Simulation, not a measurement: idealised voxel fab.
Title: Process Module voxel transistor to metal
cross-section cut | 195 nm wide | cells 5 nm
In what follows, cross-sections appear as grids of square cells, described through bands that run from the top down, where every band is one or more rows of cells. Each band's line starts with the height of the band's top and of its bottom, in nm. Then come its materials from left to right, each with its width in nm. One material with "all across" fills the band from edge to edge. "empty" is empty space. The reference from which all heights are counted is 0, the level beneath which the as-received wafer is entirely one material; the lowest band, having no lower bound, proceeds downward and is written after the example "0 -> down". A width such as "30..40" changes by the same amount from each row of cells to the next, from the band's top row to its bottom row. Any step labelled "remained unchanged" changed none of the cells in the cross-section. Basically, "Cavities, sealed" tells you about the enclosed voids: empty spaces with no open way to the top, 8 cells or bigger, each written width x height at distance, where distance is from the left edge, all in nm. Post-settings text on a step line: simulator's own remark regarding the step. The setting "overlay nm" may be written on the line of a step. When the step uses a mask, the value reports how far to the right of the planned place the mask lay, and a negative value reports that it lay to the left.
The process steps that were planned are listed below
- 1: RECEIVE (material Si)
- 2: CONFORMAL_DEP (material SiO2; thk nm 5)
- 3: CONFORMAL_DEP (material SiN; thk nm 10)
- 4: MASKED_ETCH (tone cover; mask id ACTIVE; width nm 125; etch materials SiN; depth nm 10; overlay nm 0)
- 5: MASKED_ETCH (tone cover; mask id ACTIVE; width nm 125; etch materials SiO2; depth nm 5; overlay nm 0)
- 6: MASKED_ETCH (tone cover; mask id ACTIVE; width nm 125; etch materials Si; depth nm 25; overlay nm 0)
- 7: FILL_DEP (material SiO2; thk nm 5)
- 8: CMP (height nm 15)
- 9: SELECTIVE_ETCH (etch materials SiO2; depth nm 10)
- 10: STRIP (etch materials SiN)
- 11: SELECTIVE_ETCH (etch materials SiO2; depth nm 5)
- 12: OXIDIZE (depth nm 5)
- 13: DIRECTIONAL_DEP (material polySi; thk nm 25)
- 14: DIRECTIONAL_DEP (material SiCN; thk nm 10)
- 15: PATTERN (tone cover; mask id GATE; material resist; width nm 25; thk nm 15; overlay nm 0)
- 16: DIRECTIONAL_ETCH (etch materials SiCN; depth nm 20)
- 17: DIRECTIONAL_ETCH (etch materials polySi; depth nm 35)
- 18: STRIP (etch materials resist)
- 19: CONFORMAL_DEP (material SiN; thk nm 10)
- 20: DIRECTIONAL_ETCH (etch materials SiN; depth nm 10)
- 21: DIRECTIONAL_ETCH (etch materials SiO2; depth nm 5)
- 22: DIRECTIONAL_ETCH (etch materials Si; depth nm 5)
- 23: EPI (material SiGe; thk nm 10)
- 24: FILL_DEP (material SiO2; thk nm 10)
- 25: CMP (height nm 35)
- 26: DIRECTIONAL_DEP (material SiO2; thk nm 15)
- 27: DIRECTIONAL_DEP (material aC; thk nm 15)
- 28: PATTERN (tone open; mask id CONTACT; material resist; width nm 35; pitch nm 70; thk nm 30; overlay nm 0)
- 29: DIRECTIONAL_ETCH (etch materials aC; depth nm 15)
- 30: STRIP (etch materials resist)
- 31: DIRECTIONAL_ETCH (etch materials SiO2; depth nm 50)
- 32: STRIP (etch materials aC)
- 33: CONFORMAL_DEP (material TiN; thk nm 5)
- 34: FILL_DEP (material Ru; thk nm 10)
- 35: CMP (height nm 50)
- 36: CONFORMAL_DEP (material SiCN; thk nm 5)
- 37: DIRECTIONAL_DEP (material lowk; thk nm 20)
- 38: MASKED_ETCH (tone open; mask id METAL_1; width nm 20; pitch nm 85; etch materials lowk; depth nm 20; overlay nm 0)
- 39: MASKED_ETCH (tone open; mask id METAL_1; width nm 20; pitch nm 85; etch materials SiCN; depth nm 5; overlay nm 0)
- 40: CONFORMAL_DEP (material TiN; thk nm 5)
- 41: FILL_DEP (material W; thk nm 5)
- 42: CMP (height nm 75)
- 43: CONFORMAL_DEP (material SiCN; thk nm 5)
- 44: DIRECTIONAL_DEP (material SiO2; thk nm 30)
- 45: PATTERN (tone open; mask id METAL_2; material resist; width nm 20; pitch nm 85; thk nm 15; overlay nm 0)
- 46: DIRECTIONAL_ETCH (etch materials SiO2; depth nm 20)
- 47: STRIP (etch materials resist)
- 48: MASKED_ETCH (tone open; mask id METAL_2_HOLES; width nm 15; pitch nm 85; etch materials SiO2; depth nm 10; overlay nm 0)
- 49: MASKED_ETCH (tone open; mask id METAL_2_HOLES; width nm 15; pitch nm 85; etch materials SiCN; depth nm 5; overlay nm 0)
- 50: CONFORMAL_DEP (material TiN; thk nm 5)
- 51: FILL_DEP (material Cu; thk nm 10)
- 52: CMP (height nm 110)
- 53: CONFORMAL_DEP (material SiN; thk nm 5)
The first wafer of two, processed as planned
As-received wafer cross-section (after step 1)
  0 -> down | Si all across
  Cavities, sealed: none
Wafer xsec, post step 2
  5 -> 0 | SiO2 all across
  Unchanged below 0.
Wafer xsec, post step 3
  15 -> 5 | SiN all across
  Unchanged below 5.
Wafer xsec, post step 4
  15 -> 5 | empty 35 / SiN 125 / empty 35
  Unchanged below 5.
Wafer xsec, post step 5
  15 -> 5 | empty 35 / SiN 125 / empty 35
  5 -> 0 | empty 35 / SiO2 125 / empty 35
  Unchanged below 0.
Wafer xsec, post step 6
  15 -> 5 | empty 35 / SiN 125 / empty 35
  5 -> 0 | empty 35 / SiO2 125 / empty 35
  0 -> -25 | empty 35 / Si 125 / empty 35
  Unchanged below -25.
Wafer xsec, post step 7
  20 -> 15 | SiO2 all across
  15 -> 5 | SiO2 35 / SiN 125 / SiO2 35
  5 -> 0 | SiO2 all across
  0 -> -25 | SiO2 35 / Si 125 / SiO2 35
  Unchanged below -25.
Wafer xsec, post step 8
  15 -> 5 | SiO2 35 / SiN 125 / SiO2 35
  Unchanged below 5.
Wafer xsec, post step 9
  15 -> 5 | empty 35 / SiN 125 / empty 35
  Unchanged below 5.
Wafer xsec, post step 10
  5 -> 0 | SiO2 all across
  Unchanged below 0.
Wafer xsec, post step 11
  0 -> -25 | SiO2 35 / Si 125 / SiO2 35
  Unchanged below -25.
Wafer xsec, post step 12
  0 -> -5 | SiO2 all across
  Unchanged below -5.
Wafer xsec, post step 13
  25 -> 0 | polySi all across
  Unchanged below 0.
Wafer xsec, post step 14
  35 -> 25 | SiCN all across
  Unchanged below 25.
Wafer xsec, post step 15
  50 -> 35 | empty 85 / resist 25 / empty 85
  Unchanged below 35.
Wafer xsec, post step 16
  50 -> 35 | empty 85 / resist 25 / empty 85
  35 -> 25 | empty 85 / SiCN 25 / empty 85
  Unchanged below 25.
Wafer xsec, post step 17
  50 -> 35 | empty 85 / resist 25 / empty 85
  35 -> 25 | empty 85 / SiCN 25 / empty 85
  25 -> 0 | empty 85 / polySi 25 / empty 85
  Unchanged below 0.
Wafer xsec, post step 18
  35 -> 25 | empty 85 / SiCN 25 / empty 85
  Unchanged below 25.
Wafer xsec, post step 19
  45 -> 35 | empty 75 / SiN 45 / empty 75
  35 -> 25 | empty 75 / SiN 10 / SiCN 25 / SiN 10 / empty 75
  25 -> 10 | empty 75 / SiN 10 / polySi 25 / SiN 10 / empty 75
  10 -> 0 | SiN 85 / polySi 25 / SiN 85
  Unchanged below 0.
Wafer xsec, post step 20
  35 -> 25 | empty 75 / SiN 10 / SiCN 25 / SiN 10 / empty 75
  25 -> 0 | empty 75 / SiN 10 / polySi 25 / SiN 10 / empty 75
  Unchanged below 0.
Wafer xsec, post step 21
  35 -> 25 | empty 75 / SiN 10 / SiCN 25 / SiN 10 / empty 75
  25 -> 0 | empty 75 / SiN 10 / polySi 25 / SiN 10 / empty 75
  0 -> -5 | empty 75 / SiO2 45 / empty 75
  Unchanged below -5.
Wafer xsec, post step 22
  35 -> 25 | empty 75 / SiN 10 / SiCN 25 / SiN 10 / empty 75
  25 -> 0 | empty 75 / SiN 10 / polySi 25 / SiN 10 / empty 75
  0 -> -5 | empty 75 / SiO2 45 / empty 75
  -5 -> -10 | SiO2 35 / empty 40 / Si 45 / empty 40 / SiO2 35
  Unchanged below -10.
Wafer xsec, post step 23
  35 -> 25 | empty 75 / SiN 10 / SiCN 25 / SiN 10 / empty 75
  25 -> 5 | empty 75 / SiN 10 / polySi 25 / SiN 10 / empty 75
  5 -> 0 | empty 65 / SiGe 10 / SiN 10 / polySi 25 / SiN 10 / SiGe 10 / empty 65
  0 -> -5 | empty 30 / SiGe 45 / SiO2 45 / SiGe 45 / empty 30
  -5 -> -10 | SiO2 35 / SiGe 40 / Si 45 / SiGe 40 / SiO2 35
  Unchanged below -10.
Wafer xsec, post step 24
  45 -> 35 | SiO2 all across
  35 -> 25 | SiO2 75 / SiN 10 / SiCN 25 / SiN 10 / SiO2 75
  25 -> 5 | SiO2 75 / SiN 10 / polySi 25 / SiN 10 / SiO2 75
  5 -> 0 | SiO2 65 / SiGe 10 / SiN 10 / polySi 25 / SiN 10 / SiGe 10 / SiO2 65
  0 -> -5 | SiO2 30 / SiGe 45 / SiO2 45 / SiGe 45 / SiO2 30
  Unchanged below -5.
Wafer xsec, post step 25
  35 -> 25 | SiO2 75 / SiN 10 / SiCN 25 / SiN 10 / SiO2 75
  Unchanged below 25.
Wafer xsec, post step 26
  50 -> 35 | SiO2 all across
  Unchanged below 35.
Wafer xsec, post step 27
  65 -> 50 | aC all across
  Unchanged below 50.
Wafer xsec, post step 28
  95 -> 65 | resist 45 / empty 35 / resist 35 / empty 35 / resist 45
  Unchanged below 65.
Wafer xsec, post step 29
  80 -> 65 | resist 45 / empty 35 / resist 35 / empty 35 / resist 45
  65 -> 50 | aC 45 / empty 35 / aC 35 / empty 35 / aC 45
  Unchanged below 50.
Wafer xsec, post step 30
  65 -> 50 | aC 45 / empty 35 / aC 35 / empty 35 / aC 45
  Unchanged below 50.
Wafer xsec, post step 31
  65 -> 50 | aC 45 / empty 35 / aC 35 / empty 35 / aC 45
  50 -> 35 | SiO2 45 / empty 35 / SiO2 35 / empty 35 / SiO2 45
  35 -> 25 | SiO2 45 / empty 30 / SiN 10 / SiCN 25 / SiN 10 / empty 30 / SiO2 45
  25 -> 5 | SiO2 45 / empty 30 / SiN 10 / polySi 25 / SiN 10 / empty 30 / SiO2 45
  5 -> 0 | SiO2 45 / empty 20 / SiGe 10 / SiN 10 / polySi 25 / SiN 10 / SiGe 10 / empty 20 / SiO2 45
  Unchanged below 0.
Wafer xsec, post step 32
  50 -> 35 | SiO2 45 / empty 35 / SiO2 35 / empty 35 / SiO2 45
  Unchanged below 35.
Wafer xsec, post step 33
  55 -> 50 | TiN 50 / empty 25 / TiN 45 / empty 25 / TiN 50
  50 -> 40 | SiO2 45 / TiN 5 / empty 25 / TiN 5 / SiO2 35 / TiN 5 / empty 25 / TiN 5 / SiO2 45
  40 -> 35 | SiO2 45 / TiN 5 / empty 20 / TiN 10 / SiO2 35 / TiN 10 / empty 20 / TiN 5 / SiO2 45
  35 -> 25 | SiO2 45 / TiN 5 / empty 20 / TiN 5 / SiN 10 / SiCN 25 / SiN 10 / TiN 5 / empty 20 / TiN 5 / SiO2 45
  25 -> 10 | SiO2 45 / TiN 5 / empty 20 / TiN 5 / SiN 10 / polySi 25 / SiN 10 / TiN 5 / empty 20 / TiN 5 / SiO2 45
  10 -> 5 | SiO2 45 / TiN 5 / empty 10 / TiN 15 / SiN 10 / polySi 25 / SiN 10 / TiN 15 / empty 10 / TiN 5 / SiO2 45
  5 -> 0 | SiO2 45 / TiN 20 / SiGe 10 / SiN 10 / polySi 25 / SiN 10 / SiGe 10 / TiN 20 / SiO2 45
  Unchanged below 0.
Wafer xsec, post step 34
  65 -> 55 | Ru all across
  55 -> 50 | TiN 50 / Ru 25 / TiN 45 / Ru 25 / TiN 50
  50 -> 40 | SiO2 45 / TiN 5 / Ru 25 / TiN 5 / SiO2 35 / TiN 5 / Ru 25 / TiN 5 / SiO2 45
  40 -> 35 | SiO2 45 / TiN 5 / Ru 20 / TiN 10 / SiO2 35 / TiN 10 / Ru 20 / TiN 5 / SiO2 45
  35 -> 25 | SiO2 45 / TiN 5 / Ru 20 / TiN 5 / SiN 10 / SiCN 25 / SiN 10 / TiN 5 / Ru 20 / TiN 5 / SiO2 45
  25 -> 10 | SiO2 45 / TiN 5 / Ru 20 / TiN 5 / SiN 10 / polySi 25 / SiN 10 / TiN 5 / Ru 20 / TiN 5 / SiO2 45
  10 -> 5 | SiO2 45 / TiN 5 / Ru 10 / TiN 15 / SiN 10 / polySi 25 / SiN 10 / TiN 15 / Ru 10 / TiN 5 / SiO2 45
  Unchanged below 5.
Wafer xsec, post step 35
  50 -> 40 | SiO2 45 / TiN 5 / Ru 25 / TiN 5 / SiO2 35 / TiN 5 / Ru 25 / TiN 5 / SiO2 45
  Unchanged below 40.
Wafer xsec, post step 36
  55 -> 50 | SiCN all across
  Unchanged below 50.
Wafer xsec, post step 37
  75 -> 55 | lowk all across
  Unchanged below 55.
Wafer xsec, post step 38
  75 -> 55 | lowk 45 / empty 20 / lowk 65 / empty 20 / lowk 45
  Unchanged below 55.
Wafer xsec, post step 39
  75 -> 55 | lowk 45 / empty 20 / lowk 65 / empty 20 / lowk 45
  55 -> 50 | SiCN 45 / empty 20 / SiCN 65 / empty 20 / SiCN 45
  Unchanged below 50.
Wafer xsec, post step 40
  80 -> 75 | TiN 50 / empty 10 / TiN 75 / empty 10 / TiN 50
  75 -> 55 | lowk 45 / TiN 5 / empty 10 / TiN 5 / lowk 65 / TiN 5 / empty 10 / TiN 5 / lowk 45
  55 -> 50 | SiCN 45 / TiN 20 / SiCN 65 / TiN 20 / SiCN 45
  Unchanged below 50.
Wafer xsec, post step 41
  85 -> 80 | W all across
  80 -> 75 | TiN 50 / W 10 / TiN 75 / W 10 / TiN 50
  75 -> 55 | lowk 45 / TiN 5 / W 10 / TiN 5 / lowk 65 / TiN 5 / W 10 / TiN 5 / lowk 45
  Unchanged below 55.
Wafer xsec, post step 42
  75 -> 55 | lowk 45 / TiN 5 / W 10 / TiN 5 / lowk 65 / TiN 5 / W 10 / TiN 5 / lowk 45
  Unchanged below 55.
Wafer xsec, post step 43
  80 -> 75 | SiCN all across
  Unchanged below 75.
Wafer xsec, post step 44
  110 -> 80 | SiO2 all across
  Unchanged below 80.
Wafer xsec, post step 45
  125 -> 110 | resist 45 / empty 20 / resist 65 / empty 20 / resist 45
  Unchanged below 110.
Wafer xsec, post step 46
  125 -> 110 | resist 45 / empty 20 / resist 65 / empty 20 / resist 45
  110 -> 90 | SiO2 45 / empty 20 / SiO2 65 / empty 20 / SiO2 45
  Unchanged below 90.
Wafer xsec, post step 47
  110 -> 90 | SiO2 45 / empty 20 / SiO2 65 / empty 20 / SiO2 45
  Unchanged below 90.
Wafer xsec, post step 48
  110 -> 90 | SiO2 45 / empty 20 / SiO2 65 / empty 20 / SiO2 45
  90 -> 80 | SiO2 45 / empty 15 / SiO2 70 / empty 15 / SiO2 50
  Unchanged below 80.
Wafer xsec, post step 49
  110 -> 90 | SiO2 45 / empty 20 / SiO2 65 / empty 20 / SiO2 45
  90 -> 80 | SiO2 45 / empty 15 / SiO2 70 / empty 15 / SiO2 50
  80 -> 75 | SiCN 45 / empty 15 / SiCN 70 / empty 15 / SiCN 50
  Unchanged below 75.
Wafer xsec, post step 50
  115 -> 110 | TiN 50 / empty 10 / TiN 75 / empty 10 / TiN 50
  110 -> 95 | SiO2 45 / TiN 5 / empty 10 / TiN 5 / SiO2 65 / TiN 5 / empty 10 / TiN 5 / SiO2 45
  95 -> 90 | SiO2 45 / TiN 5 / empty 5 / TiN 10 / SiO2 65 / TiN 5 / empty 5 / TiN 10 / SiO2 45
  90 -> 80 | SiO2 45 / TiN 5 / empty 5 / TiN 5 / SiO2 70 / TiN 5 / empty 5 / TiN 5 / SiO2 50
  80 -> 75 | SiCN 45 / TiN 15 / SiCN 70 / TiN 15 / SiCN 50
  Unchanged below 75.
Wafer xsec, post step 51
  125 -> 115 | Cu all across
  115 -> 110 | TiN 50 / Cu 10 / TiN 75 / Cu 10 / TiN 50
  110 -> 95 | SiO2 45 / TiN 5 / Cu 10 / TiN 5 / SiO2 65 / TiN 5 / Cu 10 / TiN 5 / SiO2 45
  95 -> 90 | SiO2 45 / TiN 5 / Cu 5 / TiN 10 / SiO2 65 / TiN 5 / Cu 5 / TiN 10 / SiO2 45
  90 -> 80 | SiO2 45 / TiN 5 / Cu 5 / TiN 5 / SiO2 70 / TiN 5 / Cu 5 / TiN 5 / SiO2 50
  Unchanged below 80.
Wafer xsec, post step 52
  110 -> 95 | SiO2 45 / TiN 5 / Cu 10 / TiN 5 / SiO2 65 / TiN 5 / Cu 10 / TiN 5 / SiO2 45
  Unchanged below 95.
Wafer xsec, post step 53
  115 -> 110 | SiN all across
  Unchanged below 110.
Second wafer, same starting conditions and recipe as the first, one mistake in executing it, nothing differs from the first up to and including step 44
The second wafer cut through, at the time step 45 was supposed to be finished
  125 -> 110 | resist 40 / empty 30 / resist 55 / empty 30 / resist 40
  Unchanged below 110.
The second wafer cut through, at the time step 46 was supposed to be finished
  125 -> 110 | resist 40 / empty 30 / resist 55 / empty 30 / resist 40
  110 -> 90 | SiO2 40 / empty 30 / SiO2 55 / empty 30 / SiO2 40
  Unchanged below 90.
The second wafer cut through, at the time step 47 was supposed to be finished
  110 -> 90 | SiO2 40 / empty 30 / SiO2 55 / empty 30 / SiO2 40
  Unchanged below 90.
The second wafer cut through, at the time step 48 was supposed to be finished
  110 -> 90 | SiO2 40 / empty 30 / SiO2 55 / empty 30 / SiO2 40
  90 -> 80 | SiO2 45 / empty 15 / SiO2 70 / empty 15 / SiO2 50
  Unchanged below 80.
The second wafer cut through, at the time step 49 was supposed to be finished
  110 -> 90 | SiO2 40 / empty 30 / SiO2 55 / empty 30 / SiO2 40
  90 -> 80 | SiO2 45 / empty 15 / SiO2 70 / empty 15 / SiO2 50
  80 -> 75 | SiCN 45 / empty 15 / SiCN 70 / empty 15 / SiCN 50
  Unchanged below 75.
The second wafer cut through, at the time step 50 was supposed to be finished
  115 -> 110 | TiN 45 / empty 20 / TiN 65 / empty 20 / TiN 45
  110 -> 95 | SiO2 40 / TiN 5 / empty 20 / TiN 5 / SiO2 55 / TiN 5 / empty 20 / TiN 5 / SiO2 40
  95 -> 90 | SiO2 40 / TiN 10 / empty 5 / TiN 15 / SiO2 55 / TiN 10 / empty 5 / TiN 15 / SiO2 40
  90 -> 80 | SiO2 45 / TiN 5 / empty 5 / TiN 5 / SiO2 70 / TiN 5 / empty 5 / TiN 5 / SiO2 50
  80 -> 75 | SiCN 45 / TiN 15 / SiCN 70 / TiN 15 / SiCN 50
  Unchanged below 75.
The second wafer cut through, at the time step 51 was supposed to be finished
  125 -> 115 | Cu all across
  115 -> 110 | TiN 45 / Cu 20 / TiN 65 / Cu 20 / TiN 45
  110 -> 95 | SiO2 40 / TiN 5 / Cu 20 / TiN 5 / SiO2 55 / TiN 5 / Cu 20 / TiN 5 / SiO2 40
  95 -> 90 | SiO2 40 / TiN 10 / Cu 5 / TiN 15 / SiO2 55 / TiN 10 / Cu 5 / TiN 15 / SiO2 40
  90 -> 80 | SiO2 45 / TiN 5 / Cu 5 / TiN 5 / SiO2 70 / TiN 5 / Cu 5 / TiN 5 / SiO2 50
  Unchanged below 80.
The second wafer cut through, at the time step 52 was supposed to be finished
  110 -> 95 | SiO2 40 / TiN 5 / Cu 20 / TiN 5 / SiO2 55 / TiN 5 / Cu 20 / TiN 5 / SiO2 40
  Unchanged below 95.
The second wafer cut through, at the time step 53 was supposed to be finished
  115 -> 110 | SiN all across
  Unchanged below 110.
Misprocessing identified: step 45 was processed under conditions differing from the plan, specifically as PATTERN (tone open; mask id METAL_2; material resist; width nm 30; pitch nm 85; thk nm 15; overlay nm 0)
Counted in cells at the end, the second wafer holds more or fewer of these materials than the first: Cu +12; SiO2 -16; TiN +4
